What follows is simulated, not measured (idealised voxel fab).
Title: Process Module voxel fin reveal
In the cross-section labelled cut, the width is 230 nm and each square cell is 5 nm.
How to read a cross-section here: the picture is a grid of square cells, written as bands going from the top down, and any band can span one or more rows of cells.
Top, bottom (nm), then materials left to right with widths (nm); lone material tagged "edge to edge" fills the whole band edge to edge; "blank" = empty space.
Heights are expressed relative to 0, this being the level below which the as-received wafer comprises one material exclusively. The lowest band is unbounded in the downward direction and is denoted as in "z 0 and below".
The two numbers in a width such as "30->40" mark its ends across the band: the first belongs to the top row of cells, the second to the bottom row, and from each row to the next the width moves by the same amount.
The designation "all unchanged", where it is given for a processing step, indicates that no cell of the cross-section was altered in the course of that step.
"Enclosed empty spaces": sealed empty spaces, 8 cells or more, no open way to top, listed width x height at distance, with distance from the left edge and width, height and distance in nm.
What comes after the settings on a step's line is commentary from the simulator itself on that step.
Regarding "overlay nm": on a step with a mask, it is the distance the mask lay to the right of its planned place; a negative value places it to the left.

-- Steps in the process plan
| 1 | op RECEIVE | material Si |
| 2 | op CONFORMAL_DEP | material SiN | thk nm 5 |
| 3 | op DIRECTIONAL_DEP | material aC | thk nm 15 |
| 4 | op PATTERN | tone cover | mask id FINS | material resist | width nm 15 | pitch nm 35 | thk nm 35 | overlay nm 0 |
| 5 | op DIRECTIONAL_ETCH | etch materials aC | depth nm 15 |
| 6 | op STRIP | etch materials resist |
| 7 | op DIRECTIONAL_ETCH | etch materials SiN | depth nm 5 |
| 8 | op DIRECTIONAL_ETCH | etch materials Si | depth nm 30 |
| 9 | op STRIP | etch materials aC |
| 10 | op FILL_DEP | material SiO2 | thk nm 10 |
| 11 | op CMP | height nm 5 |
| 12 | op SELECTIVE_ETCH | etch materials SiO2 | depth nm 25 |
| 13 | op STRIP | etch materials SiN |
| 14 | op CONFORMAL_DEP | material HfO2 | thk nm 5 |

-- Incoming wafer in cross-section (state: after step 1)
* z 0 and below = Si edge to edge
* Enclosed empty spaces: none

-- This is how the wafer looks in cross-section once the module is done, given the starting state and plan above and one mistake in carrying the plan out
* z 5 to 0 = 65 blank, then 30 HfO2, then 5 blank, then 30 HfO2, then 5 blank, then 30 HfO2, then 65 blank
* z 0 to -15 = 65 blank, then 5 HfO2, then 20 Si, then 5 HfO2, then 5 blank, then 5 HfO2, then 20 Si, then 5 HfO2, then 5 blank, then 5 HfO2, then 20 Si, then 5 HfO2, then 65 blank
* z -15 to -20 = 70 HfO2, then 20 Si, then 15 HfO2, then 20 Si, then 15 HfO2, then 20 Si, then 70 HfO2
* z -20 to -30 = 70 SiO2, then 20 Si, then 15 SiO2, then 20 Si, then 15 SiO2, then 20 Si, then 70 SiO2
* z -30 and below = Si edge to edge
* Enclosed empty spaces: none
Nonconformance to the process plan: step 4 was run on a setting that differed from the plan, and what really ran there is op PATTERN | tone cover | mask id FINS | material resist | width nm 20 | pitch nm 35 | thk nm 35 | overlay nm 0
